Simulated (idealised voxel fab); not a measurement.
The following is a process module called voxel double patterning.
Xsec cut, 190 nm wide, square cell size 5 nm.
Heads up, the way a cross-section reads in here is a grid of square cells, handed over as bands from the top down, with every band being one or more rows of cells. Top, bottom (nm), then materials left to right with widths (nm); lone material tagged "everywhere" fills the whole band edge to edge; "blank" = empty space. Measure heights from 0. That's the level where, below it, the as-received wafer is all one material. The lowest band is bottomless and extends downward; write it as in "top 0, no bottom". Graded width ("30..40"): value in top row of band = first number; value in bottom row = second number; row-to-row change constant. Key: "nothing different" - step with no changed cell in the cross-section. The label "Closed cavity list" introduces a list of the empty spaces, 8 cells or larger, that have no open way up to the top; each entry in it reads width x height at distance, where the distance is taken from the left edge and all three are stated in nm. Read whatever lies past the settings on a step's line as the simulator's own remark about the step. overlay nm: how far to the right of its planned place the mask lay on this masked step (negative: to the left).

These are the steps we planned for the process:
step 1: RECEIVE (material Si)
step 2: CONFORMAL_DEP (material SiO2; thk nm 5)
step 3: DIRECTIONAL_DEP (material TiN; thk nm 10)
step 4: DIRECTIONAL_DEP (material SiN; thk nm 10)
step 5: DIRECTIONAL_DEP (material aC; thk nm 15)
step 6: PATTERN (tone open; mask id FIRST; material resist; width nm 15; pitch nm 50; thk nm 30; overlay nm 0)
step 7: DIRECTIONAL_ETCH (etch materials aC; depth nm 15)
step 8: STRIP (etch materials resist)
step 9: DIRECTIONAL_ETCH (etch materials SiN; depth nm 10)
step 10: STRIP (etch materials aC)
step 11: DIRECTIONAL_DEP (material aC; thk nm 15)
step 12: PATTERN (tone open; mask id SECOND; material resist; width nm 15; thk nm 30; overlay nm 0)
step 13: DIRECTIONAL_ETCH (etch materials aC; depth nm 15)
step 14: STRIP (etch materials resist)
step 15: DIRECTIONAL_ETCH (etch materials SiN; depth nm 10)
step 16: STRIP (etch materials aC)
step 17: DIRECTIONAL_ETCH (etch materials TiN; depth nm 10)
step 18: STRIP (etch materials SiN)

Step 1 complete: cross-section of the wafer as received:
  top 0, no bottom: Si everywhere
  Closed cavity list: none

First of two wafers at the end of the module, shown in cross-section; run carried out as planned:
  top 15, bottom 5: 60 of TiN, then 15 of blank, then 10 of TiN, then 15 of blank, then 10 of TiN, then 15 of blank, then 65 of TiN
  top 5, bottom 0: SiO2 everywhere
  top 0, no bottom: Si everywhere
  Closed cavity list: none

Second wafer cross-section at end of module - shared start and plan with the first, one mistake in the run:
  top 15, bottom 5: 55 of TiN, then 25 of blank, then 5 of TiN, then 15 of blank, then 5 of TiN, then 25 of blank, then 60 of TiN
  top 5, bottom 0: SiO2 everywhere
  top 0, no bottom: Si everywhere
  Closed cavity list: none
Error vs. plan: not per plan at step 6, really ran PATTERN (tone open; mask id FIRST; material resist; width nm 25; pitch nm 50; thk nm 30; overlay nm 0)
Bottom line after processing is that, in cells, the second wafer is up or down on some materials versus the first: 8 fewer of TiN
